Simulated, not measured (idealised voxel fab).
process module | voxel transistor to metal
cross-section cut | 295 nm wide | cells 5 nm
A cross-section is a grid of square cells, given in bands from the top down. A band is one or more rows of cells.
Each band's line starts with the height of the band's top and of its bottom, in nm. Then come its materials from left to right, each with its width in nm. One material with "throughout" fills the band from edge to edge. "air" is empty space.
Height 0 is the level under which the wafer as received is all one material. The lowest band goes on downwards, as in "0 down".
A width such as "30 to 40" changes by the same amount from each row of cells to the next, from the band's top row to its bottom row.
"no change" after a step means that no cell of the cross-section changed.
closed voids: empty space of 8 cells or more with no open way to the top, each as width x height at its distance from the left edge, in nm
after a step's settings: what the simulator itself notes on the step
overlay nm, on a step with a mask: how far to the right of its planned place the mask lay; to the left if negative
plan
1 op RECEIVE | material Si
2 op OXIDIZE | depth nm 5
3 op CONFORMAL_DEP | material SiN | thk nm 15
4 op DIRECTIONAL_DEP | material aC | thk nm 10
5 op PATTERN | tone cover | mask id ACTIVE | material resist | width nm 95 | pitch nm 120 | thk nm 30 | overlay nm 0
6 op DIRECTIONAL_ETCH | etch materials aC | depth nm 10
7 op STRIP | etch materials resist
8 op DIRECTIONAL_ETCH | etch materials SiN | depth nm 15
9 op DIRECTIONAL_ETCH | etch materials SiO2 | depth nm 5
10 op DIRECTIONAL_ETCH | etch materials Si | depth nm 25
11 op STRIP | etch materials aC
12 op FILL_DEP | material SiO2 | thk nm 5
13 op CMP | height nm 15
14 op SELECTIVE_ETCH | etch materials SiO2 | depth nm 15
15 op STRIP | etch materials SiN
16 op SELECTIVE_ETCH | etch materials SiO2 | depth nm 5
17 op OXIDIZE | depth nm 5
18 op DIRECTIONAL_DEP | material polySi | thk nm 30
19 op DIRECTIONAL_DEP | material SiCN | thk nm 15
20 op MASKED_ETCH | tone cover | mask id GATE | width nm 15 | pitch nm 120 | etch materials SiCN | depth nm 25 | overlay nm 0
21 op MASKED_ETCH | tone cover | mask id GATE | width nm 15 | pitch nm 120 | etch materials polySi | depth nm 40 | overlay nm 0
22 op CONFORMAL_DEP | material SiN | thk nm 10
23 op DIRECTIONAL_ETCH | etch materials SiN | depth nm 10
24 op DIRECTIONAL_ETCH | etch materials SiO2 | depth nm 5
25 op DIRECTIONAL_ETCH | etch materials Si | depth nm 15
26 op EPI | material nSi | thk nm 15
27 op FILL_DEP | material SiO2 | thk nm 5
28 op CMP | height nm 40
29 op DIRECTIONAL_DEP | material SiO2 | thk nm 10
30 op DIRECTIONAL_DEP | material aC | thk nm 15
31 op PATTERN | tone open | mask id CONTACT | material resist | width nm 20 | thk nm 35 | overlay nm 0
32 op DIRECTIONAL_ETCH | etch materials aC | depth nm 15
33 op STRIP | etch materials resist
34 op DIRECTIONAL_ETCH | etch materials SiO2 | depth nm 60
35 op STRIP | etch materials aC
36 op CONFORMAL_DEP | material TiN | thk nm 5
37 op FILL_DEP | material Ru | thk nm 10
38 op CMP | height nm 50
39 op DIRECTIONAL_DEP | material TiN | thk nm 5
40 op DIRECTIONAL_DEP | material W | thk nm 25
41 op DIRECTIONAL_DEP | material aC | thk nm 15
42 op PATTERN | tone cover | mask id METAL_1 | material resist | width nm 20 | thk nm 30 | overlay nm 0
43 op DIRECTIONAL_ETCH | etch materials aC | depth nm 15
44 op STRIP | etch materials resist
45 op DIRECTIONAL_ETCH | etch materials W | depth nm 25
46 op DIRECTIONAL_ETCH | etch materials TiN | depth nm 5
47 op STRIP | etch materials aC
48 op FILL_DEP | material lowk | thk nm 5
49 op CMP | height nm 80
50 op CONFORMAL_DEP | material SiCN | thk nm 5
51 op DIRECTIONAL_DEP | material lowk | thk nm 30
52 op PATTERN | tone open | mask id METAL_2_HOLES | material resist | width nm 15 | pitch nm 120 | thk nm 20 | overlay nm 0
53 op DIRECTIONAL_ETCH | etch materials lowk | depth nm 30
54 op STRIP | etch materials resist
55 op PATTERN | tone open | mask id METAL_2 | material resist | width nm 20 | pitch nm 120 | thk nm 15 | overlay nm 0
56 op DIRECTIONAL_ETCH | etch materials lowk | depth nm 15
57 op DIRECTIONAL_ETCH | etch materials SiCN | depth nm 5
58 op STRIP | etch materials resist
59 op CONFORMAL_DEP | material TiN | thk nm 5
60 op FILL_DEP | material Ru | thk nm 5
61 op CMP | height nm 115
62 op CONFORMAL_DEP | material SiCN | thk nm 5
as received, after step 1
  0 down: Si throughout
  closed voids: none
a wafer at the end: this start, this plan, one mistake
  120 to 115: SiCN throughout
  115 to 105: lowk 45 | TiN 5 | Ru 10 | TiN 5 | lowk 100 | TiN 5 | Ru 10 | TiN 5 | lowk 110
  105 to 100: lowk 45 | TiN 5 | Ru 5 | TiN 10 | lowk 100 | TiN 5 | Ru 5 | TiN 10 | lowk 110
  100 to 85: lowk 45 | TiN 5 | Ru 5 | TiN 5 | lowk 105 | TiN 5 | Ru 5 | TiN 5 | lowk 115
  85 to 80: SiCN 45 | TiN 15 | SiCN 105 | TiN 15 | SiCN 115
  80 to 70: lowk 45 | W 20 | lowk 45 | W 20 | lowk 35 | W 20 | lowk 45 | W 20 | lowk 45
  70 to 65: lowk 45 | TiN 20 | lowk 45 | TiN 20 | lowk 35 | TiN 20 | lowk 45 | TiN 20 | lowk 45
  65 to 55: Ru throughout
  55 to 50: TiN 50 | Ru 10 | TiN 55 | Ru 10 | TiN 45 | Ru 10 | TiN 55 | Ru 10 | TiN 50
  50 to 40: SiO2 45 | TiN 5 | Ru 10 | TiN 5 | SiO2 45 | TiN 5 | Ru 10 | TiN 5 | SiO2 35 | TiN 5 | Ru 10 | TiN 5 | SiO2 45 | TiN 5 | Ru 10 | TiN 5 | SiO2 45
  40 to 25: SiO2 45 | TiN 5 | Ru 10 | TiN 5 | SiO2 5 | SiN 10 | SiCN 15 | SiN 10 | SiO2 5 | TiN 5 | Ru 10 | TiN 5 | SiO2 35 | TiN 5 | Ru 10 | TiN 5 | SiO2 5 | SiN 10 | SiCN 15 | SiN 10 | SiO2 5 | TiN 5 | Ru 10 | TiN 5 | SiO2 45
  25 to 10: SiO2 45 | TiN 5 | Ru 10 | TiN 5 | SiO2 5 | SiN 10 | polySi 15 | SiN 10 | SiO2 5 | TiN 5 | Ru 10 | TiN 5 | SiO2 35 | TiN 5 | Ru 10 | TiN 5 | SiO2 5 | SiN 10 | polySi 15 | SiN 10 | SiO2 5 | TiN 5 | Ru 10 | TiN 5 | SiO2 45
  10 to 5: SiO2 45 | TiN 20 | SiO2 5 | SiN 10 | polySi 15 | SiN 10 | SiO2 5 | TiN 20 | SiO2 35 | TiN 20 | SiO2 5 | SiN 10 | polySi 15 | SiN 10 | SiO2 5 | TiN 20 | SiO2 45
  5 to -5: SiO2 45 | TiN 10 | nSi 15 | SiN 10 | polySi 15 | SiN 10 | nSi 15 | TiN 10 | SiO2 35 | TiN 10 | nSi 15 | SiN 10 | polySi 15 | SiN 10 | nSi 15 | TiN 10 | SiO2 45
  -5 to -10: SiO2 45 | TiN 10 | nSi 15 | SiO2 35 | nSi 15 | TiN 10 | SiO2 35 | TiN 10 | nSi 15 | SiO2 35 | nSi 15 | TiN 10 | SiO2 45
  -10 to -25: SiO2 40 | nSi 30 | Si 35 | nSi 30 | SiO2 25 | nSi 30 | Si 35 | nSi 30 | SiO2 40
  -25 to -30: SiO2 40 | Si 95 | SiO2 25 | Si 95 | SiO2 40
  -30 down: Si throughout
  closed voids: none
what went wrong: step 38 was left out
